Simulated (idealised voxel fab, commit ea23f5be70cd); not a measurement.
process module | voxel double patterning
The cross-section shown here is cut; it is 265 nm wide and divided into square cells measuring 5 nm on a side.
Cross-sections here: square-cell grids, written as top-down lists of bands, a band being one or more rows of cells. Top, bottom (nm), then materials left to right with widths (nm); lone material tagged "full width" fills the whole band edge to edge; "blank" = empty space. Convention: height 0 is the level below which the wafer, as received, is all one material. The lowest band does not terminate at the bottom but continues downward, represented as "0..down". The two numbers in a width such as "30->40" mark its ends across the band: the first belongs to the top row of cells, the second to the bottom row, and from each row to the next the width moves by the same amount. Any step labelled "remained unchanged" changed none of the cells in the cross-section. "Closed voids list": empty spaces of 8 cells or more with no open way to the top, each given as width x height at distance, distance from the left edge, all in nm. The remark found on a step's line after its settings is issued by the simulator itself and pertains to that step. "overlay nm" denotes, for a step that has a mask, the displacement of the mask to the right of its planned place, with negative values corresponding to the left.
These are the steps we planned for the process
step 1: RECEIVE,material Si
step 2: CONFORMAL_DEP,material SiO2,thk nm 10
step 3: DIRECTIONAL_DEP,material W,thk nm 15
step 4: DIRECTIONAL_DEP,material SiCN,thk nm 10
step 5: MASKED_ETCH,tone open,mask id FIRST,width nm 15,pitch nm 50,etch materials SiCN,depth nm 10,overlay nm 0
step 6: PATTERN,tone open,mask id SECOND,material resist,width nm 15,thk nm 15,overlay nm 0
step 7: DIRECTIONAL_ETCH,etch materials SiCN,depth nm 10
step 8: STRIP,etch materials resist
step 9: DIRECTIONAL_ETCH,etch materials W,depth nm 15
step 10: STRIP,etch materials SiCN
Delivered wafer in cross-section: state after step 1
* 0..down: Si full width
* Closed voids list: none
As-planned run: cross-section of the first of two wafers at end of module
* 25..10: W 100 nm, blank 15 nm, W 10 nm, blank 15 nm, W 10 nm, blank 15 nm, W 100 nm
* 10..0: SiO2 full width
* 0..down: Si full width
* Closed voids list: none
Cross-section at end of module for the second wafer of two, which matched the first in starting point and plan and differed by one mistake in its processing
* 25..10: W 100 nm, blank 30 nm, W 20 nm, blank 15 nm, W 100 nm
* 10..0: SiO2 full width
* 0..down: Si full width
* Closed voids list: none
Deviation noted in wafer processing: it should be noted that step 6 was executed with settings other than those planned, the operation and settings actually applied being PATTERN,tone open,mask id SECOND,material resist,width nm 15,thk nm 15,overlay nm -10
Upon completion, the cell count for each material on the second wafer equals that on the first, whereas the spatial distribution of those cells differs.
